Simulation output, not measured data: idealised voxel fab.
process module | voxel transistor to metal
cross-section cut | 190 nm wide | cells 5 nm
A cross-section is a grid of square cells, given in bands from the top down. A band is one or more rows of cells.
Each band's line starts with the height of the band's top and of its bottom, in nm. Then come its materials from left to right, each with its width in nm. One material with "throughout" fills the band from edge to edge. "air" is empty space.
Height 0 is the level under which the wafer as received is all one material. The lowest band goes on downwards, as in "0 down".
A width such as "30 to 40" changes by the same amount from each row of cells to the next, from the band's top row to its bottom row.
"no change" after a step means that no cell of the cross-section changed.
closed voids: empty space of 8 cells or more with no open way to the top, each as width x height at its distance from the left edge, in nm
after a step's settings: what the simulator itself notes on the step
overlay nm, on a step with a mask: how far to the right of its planned place the mask lay; to the left if negative
plan
1 op RECEIVE | material Si
2 op CONFORMAL_DEP | material SiO2 | thk nm 5
3 op CONFORMAL_DEP | material SiN | thk nm 15
4 op MASKED_ETCH | tone cover | mask id ACTIVE | width nm 115 | etch materials SiN | depth nm 15 | overlay nm 0
5 op MASKED_ETCH | tone cover | mask id ACTIVE | width nm 115 | etch materials SiO2 | depth nm 5 | overlay nm 0
6 op MASKED_ETCH | tone cover | mask id ACTIVE | width nm 115 | etch materials Si | depth nm 20 | overlay nm 0
7 op FILL_DEP | material SiO2 | thk nm 5
8 op CMP | height nm 20
9 op SELECTIVE_ETCH | etch materials SiO2 | depth nm 10
10 op STRIP | etch materials SiN
11 op SELECTIVE_ETCH | etch materials SiO2 | depth nm 5
12 op OXIDIZE | depth nm 5
13 op DIRECTIONAL_DEP | material polySi | thk nm 30
14 op DIRECTIONAL_DEP | material SiCN | thk nm 15
15 op DIRECTIONAL_DEP | material aC | thk nm 10
16 op PATTERN | tone cover | mask id GATE | material resist | width nm 25 | thk nm 25 | overlay nm 0
17 op DIRECTIONAL_ETCH | etch materials aC | depth nm 10
18 op STRIP | etch materials resist
19 op DIRECTIONAL_ETCH | etch materials SiCN | depth nm 25
20 op DIRECTIONAL_ETCH | etch materials polySi | depth nm 40
21 op STRIP | etch materials aC
22 op CONFORMAL_DEP | material SiN | thk nm 5
23 op DIRECTIONAL_ETCH | etch materials SiN | depth nm 5
24 op DIRECTIONAL_ETCH | etch materials SiO2 | depth nm 5
25 op DIRECTIONAL_ETCH | etch materials Si | depth nm 5
26 op EPI | material nSi | thk nm 5
27 op FILL_DEP | material SiO2 | thk nm 5
28 op CMP | height nm 30
29 op STRIP | etch materials polySi
30 op SELECTIVE_ETCH | etch materials SiO2 | depth nm 5
31 op CONFORMAL_DEP | material HfO2 | thk nm 5
32 op CONFORMAL_DEP | material TiN | thk nm 5
33 op FILL_DEP | material W | thk nm 5
34 op CMP | height nm 25
35 op DIRECTIONAL_DEP | material SiO2 | thk nm 10
36 op DIRECTIONAL_DEP | material aC | thk nm 15
37 op PATTERN | tone open | mask id CONTACT | material resist | width nm 20 | pitch nm 85 | thk nm 35 | overlay nm 0
38 op DIRECTIONAL_ETCH | etch materials aC | depth nm 15
39 op STRIP | etch materials resist
40 op DIRECTIONAL_ETCH | etch materials SiO2 | depth nm 40
41 op STRIP | etch materials aC
42 op CONFORMAL_DEP | material TiN | thk nm 5
43 op FILL_DEP | material W | thk nm 5
44 op CMP | height nm 35
45 op DIRECTIONAL_DEP | material TiN | thk nm 5
46 op DIRECTIONAL_DEP | material Ru | thk nm 25
47 op PATTERN | tone cover | mask id METAL_1 | material resist | width nm 20 | pitch nm 85 | thk nm 20 | overlay nm 0
48 op DIRECTIONAL_ETCH | etch materials Ru | depth nm 25
49 op DIRECTIONAL_ETCH | etch materials TiN | depth nm 5
50 op STRIP | etch materials resist
51 op FILL_DEP | material lowk | thk nm 5
52 op CMP | height nm 65
53 op CONFORMAL_DEP | material SiCN | thk nm 5
54 op DIRECTIONAL_DEP | material SiO2 | thk nm 30
55 op DIRECTIONAL_DEP | material aC | thk nm 15
56 op PATTERN | tone open | mask id METAL_2 | material resist | width nm 20 | pitch nm 85 | thk nm 30 | overlay nm 0
57 op DIRECTIONAL_ETCH | etch materials aC | depth nm 15
58 op STRIP | etch materials resist
59 op DIRECTIONAL_ETCH | etch materials SiO2 | depth nm 15
60 op STRIP | etch materials aC
61 op DIRECTIONAL_DEP | material aC | thk nm 15
62 op PATTERN | tone open | mask id METAL_2_HOLES | material resist | width nm 15 | pitch nm 85 | thk nm 35 | overlay nm 0
63 op DIRECTIONAL_ETCH | etch materials aC | depth nm 15
64 op STRIP | etch materials resist
65 op DIRECTIONAL_ETCH | etch materials SiO2 | depth nm 15
66 op DIRECTIONAL_ETCH | etch materials SiCN | depth nm 5
67 op STRIP | etch materials aC
68 op CONFORMAL_DEP | material TiN | thk nm 5
69 op FILL_DEP | material Cu | thk nm 5
70 op CMP | height nm 100
71 op CONFORMAL_DEP | material SiCN | thk nm 5
first wafer, as planned
as received, after step 1
  0 down: Si throughout
  closed voids: none
after step 2
  5 to 0: SiO2 throughout
  below 0: unchanged
after step 3
  20 to 5: SiN throughout
  below 5: unchanged
after step 4
  20 to 5: air 35 | SiN 115 | air 40
  below 5: unchanged
after step 5
  20 to 5: air 35 | SiN 115 | air 40
  5 to 0: air 35 | SiO2 115 | air 40
  below 0: unchanged
after step 6
  20 to 5: air 35 | SiN 115 | air 40
  5 to 0: air 35 | SiO2 115 | air 40
  0 to -20: air 35 | Si 115 | air 40
  below -20: unchanged
after step 7
  25 to 20: SiO2 throughout
  20 to 5: SiO2 35 | SiN 115 | SiO2 40
  5 to 0: SiO2 throughout
  0 to -20: SiO2 35 | Si 115 | SiO2 40
  below -20: unchanged
after step 8
  20 to 5: SiO2 35 | SiN 115 | SiO2 40
  below 5: unchanged
after step 9
  20 to 10: air 35 | SiN 115 | air 40
  below 10: unchanged
after step 10
  10 to 5: SiO2 35 | air 115 | SiO2 40
  below 5: unchanged
after step 11
  5 to 0: SiO2 30 | air 125 | SiO2 35
  below 0: unchanged
after step 12
  5 to 0: SiO2 30 | air 125 | SiO2 35
  0 to -5: SiO2 throughout
  below -5: unchanged
after step 13
  35 to 30: polySi 30 | air 125 | polySi 35
  30 to 5: polySi throughout
  5 to 0: SiO2 30 | polySi 125 | SiO2 35
  below 0: unchanged
after step 14
  50 to 45: SiCN 30 | air 125 | SiCN 35
  45 to 35: SiCN throughout
  35 to 30: polySi 30 | SiCN 125 | polySi 35
  below 30: unchanged
after step 15
  60 to 55: aC 30 | air 125 | aC 35
  55 to 50: aC throughout
  50 to 45: SiCN 30 | aC 125 | SiCN 35
  below 45: unchanged
after step 16
  85 to 60: air 80 | resist 25 | air 85
  60 to 55: aC 30 | air 50 | resist 25 | air 50 | aC 35
  below 55: unchanged
after step 17
  75 to 55: air 80 | resist 25 | air 85
  55 to 50: air 80 | aC 25 | air 85
  50 to 45: SiCN 30 | air 50 | aC 25 | air 50 | SiCN 35
  below 45: unchanged
after step 18
  55 to 50: air 80 | aC 25 | air 85
  below 50: unchanged
after step 19
  55 to 45: air 80 | aC 25 | air 85
  45 to 35: air 80 | SiCN 25 | air 85
  35 to 30: polySi 30 | air 50 | SiCN 25 | air 50 | polySi 35
  below 30: unchanged
after step 20
  55 to 45: air 80 | aC 25 | air 85
  45 to 30: air 80 | SiCN 25 | air 85
  30 to 5: air 80 | polySi 25 | air 85
  5 to 0: SiO2 30 | air 50 | polySi 25 | air 50 | SiO2 35
  below 0: unchanged
after step 21
  45 to 30: air 80 | SiCN 25 | air 85
  below 30: unchanged
after step 22
  50 to 45: air 75 | SiN 35 | air 80
  45 to 30: air 75 | SiN 5 | SiCN 25 | SiN 5 | air 80
  30 to 10: air 75 | SiN 5 | polySi 25 | SiN 5 | air 80
  10 to 5: SiN 35 | air 40 | SiN 5 | polySi 25 | SiN 5 | air 40 | SiN 40
  5 to 0: SiO2 30 | SiN 50 | polySi 25 | SiN 50 | SiO2 35
  below 0: unchanged
after step 23
  45 to 30: air 75 | SiN 5 | SiCN 25 | SiN 5 | air 80
  30 to 5: air 75 | SiN 5 | polySi 25 | SiN 5 | air 80
  5 to 0: SiO2 30 | SiN 5 | air 40 | SiN 5 | polySi 25 | SiN 5 | air 40 | SiN 5 | SiO2 35
  below 0: unchanged
after step 24
  45 to 30: air 75 | SiN 5 | SiCN 25 | SiN 5 | air 80
  30 to 5: air 75 | SiN 5 | polySi 25 | SiN 5 | air 80
  5 to 0: air 30 | SiN 5 | air 40 | SiN 5 | polySi 25 | SiN 5 | air 40 | SiN 5 | air 35
  0 to -5: SiO2 35 | air 40 | SiO2 35 | air 40 | SiO2 40
  below -5: unchanged
after step 25
  45 to 30: air 75 | SiN 5 | SiCN 25 | SiN 5 | air 80
  30 to 5: air 75 | SiN 5 | polySi 25 | SiN 5 | air 80
  5 to 0: air 30 | SiN 5 | air 40 | SiN 5 | polySi 25 | SiN 5 | air 40 | SiN 5 | air 35
  0 to -5: SiO2 35 | air 40 | SiO2 35 | air 40 | SiO2 40
  -5 to -10: SiO2 35 | air 40 | Si 35 | air 40 | SiO2 40
  below -10: unchanged
after step 26
  45 to 30: air 75 | SiN 5 | SiCN 25 | SiN 5 | air 80
  30 to 5: air 75 | SiN 5 | polySi 25 | SiN 5 | air 80
  5 to 0: air 30 | SiN 5 | air 40 | SiN 5 | polySi 25 | SiN 5 | air 40 | SiN 5 | air 35
  0 to -5: SiO2 35 | air 35 | nSi 5 | SiO2 35 | nSi 5 | air 35 | SiO2 40
  -5 to -10: SiO2 35 | nSi 40 | Si 35 | nSi 40 | SiO2 40
  below -10: unchanged
after step 27
  50 to 45: SiO2 throughout
  45 to 30: SiO2 75 | SiN 5 | SiCN 25 | SiN 5 | SiO2 80
  30 to 5: SiO2 75 | SiN 5 | polySi 25 | SiN 5 | SiO2 80
  5 to 0: SiO2 30 | SiN 5 | SiO2 40 | SiN 5 | polySi 25 | SiN 5 | SiO2 40 | SiN 5 | SiO2 35
  0 to -5: SiO2 70 | nSi 5 | SiO2 35 | nSi 5 | SiO2 75
  below -5: unchanged
after step 28
  30 to 5: SiO2 75 | SiN 5 | polySi 25 | SiN 5 | SiO2 80
  below 5: unchanged
after step 29
  30 to 5: SiO2 75 | SiN 5 | air 25 | SiN 5 | SiO2 80
  5 to 0: SiO2 30 | SiN 5 | SiO2 40 | SiN 5 | air 25 | SiN 5 | SiO2 40 | SiN 5 | SiO2 35
  below 0: unchanged
after step 30
  30 to 25: air 75 | SiN 5 | air 25 | SiN 5 | air 80
  25 to 5: SiO2 75 | SiN 5 | air 25 | SiN 5 | SiO2 80
  5 to 0: SiO2 30 | SiN 5 | SiO2 40 | SiN 5 | air 25 | SiN 5 | SiO2 40 | SiN 5 | SiO2 35
  0 to -5: SiO2 70 | nSi 5 | air 35 | nSi 5 | SiO2 75
  below -5: unchanged
after step 31
  35 to 30: air 70 | HfO2 15 | air 15 | HfO2 15 | air 75
  30 to 25: HfO2 75 | SiN 5 | HfO2 5 | air 15 | HfO2 5 | SiN 5 | HfO2 80
  25 to 5: SiO2 75 | SiN 5 | HfO2 5 | air 15 | HfO2 5 | SiN 5 | SiO2 80
  5 to 0: SiO2 30 | SiN 5 | SiO2 40 | SiN 5 | HfO2 5 | air 15 | HfO2 5 | SiN 5 | SiO2 40 | SiN 5 | SiO2 35
  0 to -5: SiO2 70 | nSi 5 | HfO2 35 | nSi 5 | SiO2 75
  below -5: unchanged
after step 32
  40 to 35: air 65 | TiN 25 | air 5 | TiN 25 | air 70
  35 to 30: TiN 70 | HfO2 15 | TiN 5 | air 5 | TiN 5 | HfO2 15 | TiN 75
  30 to 25: HfO2 75 | SiN 5 | HfO2 5 | TiN 5 | air 5 | TiN 5 | HfO2 5 | SiN 5 | HfO2 80
  25 to 5: SiO2 75 | SiN 5 | HfO2 5 | TiN 5 | air 5 | TiN 5 | HfO2 5 | SiN 5 | SiO2 80
  5 to 0: SiO2 30 | SiN 5 | SiO2 40 | SiN 5 | HfO2 5 | TiN 15 | HfO2 5 | SiN 5 | SiO2 40 | SiN 5 | SiO2 35
  below 0: unchanged
after step 33
  45 to 40: W throughout
  40 to 35: W 65 | TiN 25 | W 5 | TiN 25 | W 70
  35 to 30: TiN 70 | HfO2 15 | TiN 5 | W 5 | TiN 5 | HfO2 15 | TiN 75
  30 to 25: HfO2 75 | SiN 5 | HfO2 5 | TiN 5 | W 5 | TiN 5 | HfO2 5 | SiN 5 | HfO2 80
  25 to 5: SiO2 75 | SiN 5 | HfO2 5 | TiN 5 | W 5 | TiN 5 | HfO2 5 | SiN 5 | SiO2 80
  below 5: unchanged
after step 34
  25 to 5: SiO2 75 | SiN 5 | HfO2 5 | TiN 5 | W 5 | TiN 5 | HfO2 5 | SiN 5 | SiO2 80
  below 5: unchanged
after step 35
  35 to 25: SiO2 throughout
  below 25: unchanged
after step 36
  50 to 35: aC throughout
  below 35: unchanged
after step 37
  85 to 50: resist 40 | air 20 | resist 65 | air 20 | resist 45
  below 50: unchanged
after step 38
  70 to 50: resist 40 | air 20 | resist 65 | air 20 | resist 45
  50 to 35: aC 40 | air 20 | aC 65 | air 20 | aC 45
  below 35: unchanged
after step 39
  50 to 35: aC 40 | air 20 | aC 65 | air 20 | aC 45
  below 35: unchanged
after step 40
  50 to 35: aC 40 | air 20 | aC 65 | air 20 | aC 45
  35 to 25: SiO2 40 | air 20 | SiO2 65 | air 20 | SiO2 45
  25 to 5: SiO2 40 | air 20 | SiO2 15 | SiN 5 | HfO2 5 | TiN 5 | W 5 | TiN 5 | HfO2 5 | SiN 5 | SiO2 15 | air 20 | SiO2 45
  5 to 0: SiO2 30 | SiN 5 | SiO2 5 | air 20 | SiO2 15 | SiN 5 | HfO2 5 | TiN 15 | HfO2 5 | SiN 5 | SiO2 15 | air 20 | SiO2 5 | SiN 5 | SiO2 35
  0 to -5: SiO2 40 | air 20 | SiO2 10 | nSi 5 | HfO2 35 | nSi 5 | SiO2 10 | air 20 | SiO2 45
  below -5: unchanged
after step 41
  35 to 25: SiO2 40 | air 20 | SiO2 65 | air 20 | SiO2 45
  below 25: unchanged
after step 42
  40 to 35: TiN 45 | air 10 | TiN 75 | air 10 | TiN 50
  35 to 25: SiO2 40 | TiN 5 | air 10 | TiN 5 | SiO2 65 | TiN 5 | air 10 | TiN 5 | SiO2 45
  25 to 5: SiO2 40 | TiN 5 | air 10 | TiN 5 | SiO2 15 | SiN 5 | HfO2 5 | TiN 5 | W 5 | TiN 5 | HfO2 5 | SiN 5 | SiO2 15 | TiN 5 | air 10 | TiN 5 | SiO2 45
  5 to 0: SiO2 30 | SiN 5 | SiO2 5 | TiN 5 | air 10 | TiN 5 | SiO2 15 | SiN 5 | HfO2 5 | TiN 15 | HfO2 5 | SiN 5 | SiO2 15 | TiN 5 | air 10 | TiN 5 | SiO2 5 | SiN 5 | SiO2 35
  0 to -5: SiO2 40 | TiN 20 | SiO2 10 | nSi 5 | HfO2 35 | nSi 5 | SiO2 10 | TiN 20 | SiO2 45
  below -5: unchanged
after step 43
  45 to 40: W throughout
  40 to 35: TiN 45 | W 10 | TiN 75 | W 10 | TiN 50
  35 to 25: SiO2 40 | TiN 5 | W 10 | TiN 5 | SiO2 65 | TiN 5 | W 10 | TiN 5 | SiO2 45
  25 to 5: SiO2 40 | TiN 5 | W 10 | TiN 5 | SiO2 15 | SiN 5 | HfO2 5 | TiN 5 | W 5 | TiN 5 | HfO2 5 | SiN 5 | SiO2 15 | TiN 5 | W 10 | TiN 5 | SiO2 45
  5 to 0: SiO2 30 | SiN 5 | SiO2 5 | TiN 5 | W 10 | TiN 5 | SiO2 15 | SiN 5 | HfO2 5 | TiN 15 | HfO2 5 | SiN 5 | SiO2 15 | TiN 5 | W 10 | TiN 5 | SiO2 5 | SiN 5 | SiO2 35
  below 0: unchanged
after step 44
  35 to 25: SiO2 40 | TiN 5 | W 10 | TiN 5 | SiO2 65 | TiN 5 | W 10 | TiN 5 | SiO2 45
  below 25: unchanged
after step 45
  40 to 35: TiN throughout
  below 35: unchanged
after step 46
  65 to 40: Ru throughout
  below 40: unchanged
after step 47
  85 to 65: air 40 | resist 20 | air 65 | resist 20 | air 45
  below 65: unchanged
after step 48
  85 to 65: air 40 | resist 20 | air 65 | resist 20 | air 45
  65 to 40: air 40 | Ru 20 | air 65 | Ru 20 | air 45
  below 40: unchanged
after step 49
  85 to 65: air 40 | resist 20 | air 65 | resist 20 | air 45
  65 to 40: air 40 | Ru 20 | air 65 | Ru 20 | air 45
  40 to 35: air 40 | TiN 20 | air 65 | TiN 20 | air 45
  below 35: unchanged
after step 50
  65 to 40: air 40 | Ru 20 | air 65 | Ru 20 | air 45
  below 40: unchanged
after step 51
  70 to 65: lowk throughout
  65 to 40: lowk 40 | Ru 20 | lowk 65 | Ru 20 | lowk 45
  40 to 35: lowk 40 | TiN 20 | lowk 65 | TiN 20 | lowk 45
  below 35: unchanged
after step 52
  65 to 40: lowk 40 | Ru 20 | lowk 65 | Ru 20 | lowk 45
  below 40: unchanged
after step 53
  70 to 65: SiCN throughout
  below 65: unchanged
after step 54
  100 to 70: SiO2 throughout
  below 70: unchanged
after step 55
  115 to 100: aC throughout
  below 100: unchanged
after step 56
  145 to 115: resist 40 | air 20 | resist 65 | air 20 | resist 45
  below 115: unchanged
after step 57
  130 to 115: resist 40 | air 20 | resist 65 | air 20 | resist 45
  115 to 100: aC 40 | air 20 | aC 65 | air 20 | aC 45
  below 100: unchanged
after step 58
  115 to 100: aC 40 | air 20 | aC 65 | air 20 | aC 45
  below 100: unchanged
after step 59
  115 to 100: aC 40 | air 20 | aC 65 | air 20 | aC 45
  100 to 85: SiO2 40 | air 20 | SiO2 65 | air 20 | SiO2 45
  below 85: unchanged
after step 60
  100 to 85: SiO2 40 | air 20 | SiO2 65 | air 20 | SiO2 45
  below 85: unchanged
after step 61
  115 to 100: aC 40 | air 20 | aC 65 | air 20 | aC 45
  100 to 85: SiO2 40 | aC 20 | SiO2 65 | aC 20 | SiO2 45
  below 85: unchanged
after step 62
  150 to 115: resist 40 | air 15 | resist 70 | air 15 | resist 50
  115 to 100: aC 40 | air 15 | resist 5 | aC 65 | air 15 | resist 5 | aC 45
  below 100: unchanged
after step 63
  135 to 115: resist 40 | air 15 | resist 70 | air 15 | resist 50
  115 to 100: aC 40 | air 15 | resist 5 | aC 65 | air 15 | resist 5 | aC 45
  100 to 85: SiO2 40 | air 15 | aC 5 | SiO2 65 | air 15 | aC 5 | SiO2 45
  below 85: unchanged
after step 64
  115 to 100: aC 40 | air 20 | aC 65 | air 20 | aC 45
  below 100: unchanged
after step 65
  115 to 100: aC 40 | air 20 | aC 65 | air 20 | aC 45
  100 to 85: SiO2 40 | air 15 | aC 5 | SiO2 65 | air 15 | aC 5 | SiO2 45
  85 to 70: SiO2 40 | air 15 | SiO2 70 | air 15 | SiO2 50
  below 70: unchanged
after step 66
  115 to 100: aC 40 | air 20 | aC 65 | air 20 | aC 45
  100 to 85: SiO2 40 | air 15 | aC 5 | SiO2 65 | air 15 | aC 5 | SiO2 45
  85 to 70: SiO2 40 | air 15 | SiO2 70 | air 15 | SiO2 50
  70 to 65: SiCN 40 | air 15 | SiCN 70 | air 15 | SiCN 50
  below 65: unchanged
after step 67
  100 to 85: SiO2 40 | air 20 | SiO2 65 | air 20 | SiO2 45
  below 85: unchanged
after step 68
  105 to 100: TiN 45 | air 10 | TiN 75 | air 10 | TiN 50
  100 to 90: SiO2 40 | TiN 5 | air 10 | TiN 5 | SiO2 65 | TiN 5 | air 10 | TiN 5 | SiO2 45
  90 to 85: SiO2 40 | TiN 5 | air 5 | TiN 10 | SiO2 65 | TiN 5 | air 5 | TiN 10 | SiO2 45
  85 to 70: SiO2 40 | TiN 5 | air 5 | TiN 5 | SiO2 70 | TiN 5 | air 5 | TiN 5 | SiO2 50
  70 to 65: SiCN 40 | TiN 15 | SiCN 70 | TiN 15 | SiCN 50
  below 65: unchanged
after step 69
  110 to 105: Cu throughout
  105 to 100: TiN 45 | Cu 10 | TiN 75 | Cu 10 | TiN 50
  100 to 90: SiO2 40 | TiN 5 | Cu 10 | TiN 5 | SiO2 65 | TiN 5 | Cu 10 | TiN 5 | SiO2 45
  90 to 85: SiO2 40 | TiN 5 | Cu 5 | TiN 10 | SiO2 65 | TiN 5 | Cu 5 | TiN 10 | SiO2 45
  85 to 70: SiO2 40 | TiN 5 | Cu 5 | TiN 5 | SiO2 70 | TiN 5 | Cu 5 | TiN 5 | SiO2 50
  below 70: unchanged
after step 70
  100 to 90: SiO2 40 | TiN 5 | Cu 10 | TiN 5 | SiO2 65 | TiN 5 | Cu 10 | TiN 5 | SiO2 45
  below 90: unchanged
after step 71
  105 to 100: SiCN throughout
  below 100: unchanged
second wafer: like start, like plan, one mistake. Through step 30 it matches the first wafer
when step 31 should have ended: no change
when step 32 should have ended
  35 to 30: air 70 | TiN 15 | air 15 | TiN 15 | air 75
  30 to 25: TiN 75 | SiN 5 | TiN 5 | air 15 | TiN 5 | SiN 5 | TiN 80
  25 to 5: SiO2 75 | SiN 5 | TiN 5 | air 15 | TiN 5 | SiN 5 | SiO2 80
  5 to 0: SiO2 30 | SiN 5 | SiO2 40 | SiN 5 | TiN 5 | air 15 | TiN 5 | SiN 5 | SiO2 40 | SiN 5 | SiO2 35
  0 to -5: SiO2 70 | nSi 5 | TiN 35 | nSi 5 | SiO2 75
  below -5: unchanged
when step 33 should have ended
  40 to 35: W throughout
  35 to 30: W 70 | TiN 15 | W 15 | TiN 15 | W 75
  30 to 25: TiN 75 | SiN 5 | TiN 5 | W 15 | TiN 5 | SiN 5 | TiN 80
  25 to 5: SiO2 75 | SiN 5 | TiN 5 | W 15 | TiN 5 | SiN 5 | SiO2 80
  5 to 0: SiO2 30 | SiN 5 | SiO2 40 | SiN 5 | TiN 5 | W 15 | TiN 5 | SiN 5 | SiO2 40 | SiN 5 | SiO2 35
  below 0: unchanged
when step 34 should have ended
  25 to 5: SiO2 75 | SiN 5 | TiN 5 | W 15 | TiN 5 | SiN 5 | SiO2 80
  below 5: unchanged
when step 35 should have ended
  35 to 25: SiO2 throughout
  below 25: unchanged
when step 36 should have ended
  50 to 35: aC throughout
  below 35: unchanged
when step 37 should have ended
  85 to 50: resist 40 | air 20 | resist 65 | air 20 | resist 45
  below 50: unchanged
when step 38 should have ended
  70 to 50: resist 40 | air 20 | resist 65 | air 20 | resist 45
  50 to 35: aC 40 | air 20 | aC 65 | air 20 | aC 45
  below 35: unchanged
when step 39 should have ended
  50 to 35: aC 40 | air 20 | aC 65 | air 20 | aC 45
  below 35: unchanged
when step 40 should have ended
  50 to 35: aC 40 | air 20 | aC 65 | air 20 | aC 45
  35 to 25: SiO2 40 | air 20 | SiO2 65 | air 20 | SiO2 45
  25 to 5: SiO2 40 | air 20 | SiO2 15 | SiN 5 | TiN 5 | W 15 | TiN 5 | SiN 5 | SiO2 15 | air 20 | SiO2 45
  5 to 0: SiO2 30 | SiN 5 | SiO2 5 | air 20 | SiO2 15 | SiN 5 | TiN 5 | W 15 | TiN 5 | SiN 5 | SiO2 15 | air 20 | SiO2 5 | SiN 5 | SiO2 35
  0 to -5: SiO2 40 | air 20 | SiO2 10 | nSi 5 | TiN 35 | nSi 5 | SiO2 10 | air 20 | SiO2 45
  below -5: unchanged
when step 41 should have ended
  35 to 25: SiO2 40 | air 20 | SiO2 65 | air 20 | SiO2 45
  below 25: unchanged
when step 42 should have ended
  40 to 35: TiN 45 | air 10 | TiN 75 | air 10 | TiN 50
  35 to 25: SiO2 40 | TiN 5 | air 10 | TiN 5 | SiO2 65 | TiN 5 | air 10 | TiN 5 | SiO2 45
  25 to 5: SiO2 40 | TiN 5 | air 10 | TiN 5 | SiO2 15 | SiN 5 | TiN 5 | W 15 | TiN 5 | SiN 5 | SiO2 15 | TiN 5 | air 10 | TiN 5 | SiO2 45
  5 to 0: SiO2 30 | SiN 5 | SiO2 5 | TiN 5 | air 10 | TiN 5 | SiO2 15 | SiN 5 | TiN 5 | W 15 | TiN 5 | SiN 5 | SiO2 15 | TiN 5 | air 10 | TiN 5 | SiO2 5 | SiN 5 | SiO2 35
  0 to -5: SiO2 40 | TiN 20 | SiO2 10 | nSi 5 | TiN 35 | nSi 5 | SiO2 10 | TiN 20 | SiO2 45
  below -5: unchanged
when step 43 should have ended
  45 to 40: W throughout
  40 to 35: TiN 45 | W 10 | TiN 75 | W 10 | TiN 50
  35 to 25: SiO2 40 | TiN 5 | W 10 | TiN 5 | SiO2 65 | TiN 5 | W 10 | TiN 5 | SiO2 45
  25 to 5: SiO2 40 | TiN 5 | W 10 | TiN 5 | SiO2 15 | SiN 5 | TiN 5 | W 15 | TiN 5 | SiN 5 | SiO2 15 | TiN 5 | W 10 | TiN 5 | SiO2 45
  5 to 0: SiO2 30 | SiN 5 | SiO2 5 | TiN 5 | W 10 | TiN 5 | SiO2 15 | SiN 5 | TiN 5 | W 15 | TiN 5 | SiN 5 | SiO2 15 | TiN 5 | W 10 | TiN 5 | SiO2 5 | SiN 5 | SiO2 35
  below 0: unchanged
when step 44 should have ended
  35 to 25: SiO2 40 | TiN 5 | W 10 | TiN 5 | SiO2 65 | TiN 5 | W 10 | TiN 5 | SiO2 45
  below 25: unchanged
when step 45 should have ended
  40 to 35: TiN throughout
  below 35: unchanged
when step 46 should have ended
  65 to 40: Ru throughout
  below 40: unchanged
when step 47 should have ended
  85 to 65: air 40 | resist 20 | air 65 | resist 20 | air 45
  below 65: unchanged
when step 48 should have ended
  85 to 65: air 40 | resist 20 | air 65 | resist 20 | air 45
  65 to 40: air 40 | Ru 20 | air 65 | Ru 20 | air 45
  below 40: unchanged
when step 49 should have ended
  85 to 65: air 40 | resist 20 | air 65 | resist 20 | air 45
  65 to 40: air 40 | Ru 20 | air 65 | Ru 20 | air 45
  40 to 35: air 40 | TiN 20 | air 65 | TiN 20 | air 45
  below 35: unchanged
when step 50 should have ended
  65 to 40: air 40 | Ru 20 | air 65 | Ru 20 | air 45
  below 40: unchanged
when step 51 should have ended
  70 to 65: lowk throughout
  65 to 40: lowk 40 | Ru 20 | lowk 65 | Ru 20 | lowk 45
  40 to 35: lowk 40 | TiN 20 | lowk 65 | TiN 20 | lowk 45
  below 35: unchanged
when step 52 should have ended
  65 to 40: lowk 40 | Ru 20 | lowk 65 | Ru 20 | lowk 45
  below 40: unchanged
when step 53 should have ended
  70 to 65: SiCN throughout
  below 65: unchanged
when step 54 should have ended
  100 to 70: SiO2 throughout
  below 70: unchanged
when step 55 should have ended
  115 to 100: aC throughout
  below 100: unchanged
when step 56 should have ended
  145 to 115: resist 40 | air 20 | resist 65 | air 20 | resist 45
  below 115: unchanged
when step 57 should have ended
  130 to 115: resist 40 | air 20 | resist 65 | air 20 | resist 45
  115 to 100: aC 40 | air 20 | aC 65 | air 20 | aC 45
  below 100: unchanged
when step 58 should have ended
  115 to 100: aC 40 | air 20 | aC 65 | air 20 | aC 45
  below 100: unchanged
when step 59 should have ended
  115 to 100: aC 40 | air 20 | aC 65 | air 20 | aC 45
  100 to 85: SiO2 40 | air 20 | SiO2 65 | air 20 | SiO2 45
  below 85: unchanged
when step 60 should have ended
  100 to 85: SiO2 40 | air 20 | SiO2 65 | air 20 | SiO2 45
  below 85: unchanged
when step 61 should have ended
  115 to 100: aC 40 | air 20 | aC 65 | air 20 | aC 45
  100 to 85: SiO2 40 | aC 20 | SiO2 65 | aC 20 | SiO2 45
  below 85: unchanged
when step 62 should have ended
  150 to 115: resist 40 | air 15 | resist 70 | air 15 | resist 50
  115 to 100: aC 40 | air 15 | resist 5 | aC 65 | air 15 | resist 5 | aC 45
  below 100: unchanged
when step 63 should have ended
  135 to 115: resist 40 | air 15 | resist 70 | air 15 | resist 50
  115 to 100: aC 40 | air 15 | resist 5 | aC 65 | air 15 | resist 5 | aC 45
  100 to 85: SiO2 40 | air 15 | aC 5 | SiO2 65 | air 15 | aC 5 | SiO2 45
  below 85: unchanged
when step 64 should have ended
  115 to 100: aC 40 | air 20 | aC 65 | air 20 | aC 45
  below 100: unchanged
when step 65 should have ended
  115 to 100: aC 40 | air 20 | aC 65 | air 20 | aC 45
  100 to 85: SiO2 40 | air 15 | aC 5 | SiO2 65 | air 15 | aC 5 | SiO2 45
  85 to 70: SiO2 40 | air 15 | SiO2 70 | air 15 | SiO2 50
  below 70: unchanged
when step 66 should have ended
  115 to 100: aC 40 | air 20 | aC 65 | air 20 | aC 45
  100 to 85: SiO2 40 | air 15 | aC 5 | SiO2 65 | air 15 | aC 5 | SiO2 45
  85 to 70: SiO2 40 | air 15 | SiO2 70 | air 15 | SiO2 50
  70 to 65: SiCN 40 | air 15 | SiCN 70 | air 15 | SiCN 50
  below 65: unchanged
when step 67 should have ended
  100 to 85: SiO2 40 | air 20 | SiO2 65 | air 20 | SiO2 45
  below 85: unchanged
when step 68 should have ended
  105 to 100: TiN 45 | air 10 | TiN 75 | air 10 | TiN 50
  100 to 90: SiO2 40 | TiN 5 | air 10 | TiN 5 | SiO2 65 | TiN 5 | air 10 | TiN 5 | SiO2 45
  90 to 85: SiO2 40 | TiN 5 | air 5 | TiN 10 | SiO2 65 | TiN 5 | air 5 | TiN 10 | SiO2 45
  85 to 70: SiO2 40 | TiN 5 | air 5 | TiN 5 | SiO2 70 | TiN 5 | air 5 | TiN 5 | SiO2 50
  70 to 65: SiCN 40 | TiN 15 | SiCN 70 | TiN 15 | SiCN 50
  below 65: unchanged
when step 69 should have ended
  110 to 105: Cu throughout
  105 to 100: TiN 45 | Cu 10 | TiN 75 | Cu 10 | TiN 50
  100 to 90: SiO2 40 | TiN 5 | Cu 10 | TiN 5 | SiO2 65 | TiN 5 | Cu 10 | TiN 5 | SiO2 45
  90 to 85: SiO2 40 | TiN 5 | Cu 5 | TiN 10 | SiO2 65 | TiN 5 | Cu 5 | TiN 10 | SiO2 45
  85 to 70: SiO2 40 | TiN 5 | Cu 5 | TiN 5 | SiO2 70 | TiN 5 | Cu 5 | TiN 5 | SiO2 50
  below 70: unchanged
when step 70 should have ended
  100 to 90: SiO2 40 | TiN 5 | Cu 10 | TiN 5 | SiO2 65 | TiN 5 | Cu 10 | TiN 5 | SiO2 45
  below 90: unchanged
when step 71 should have ended
  105 to 100: SiCN throughout
  below 100: unchanged
what went wrong: step 31 was left out
at the end the second wafer has, in cells: 17 fewer of HfO2 | 6 more of TiN | 11 more of W
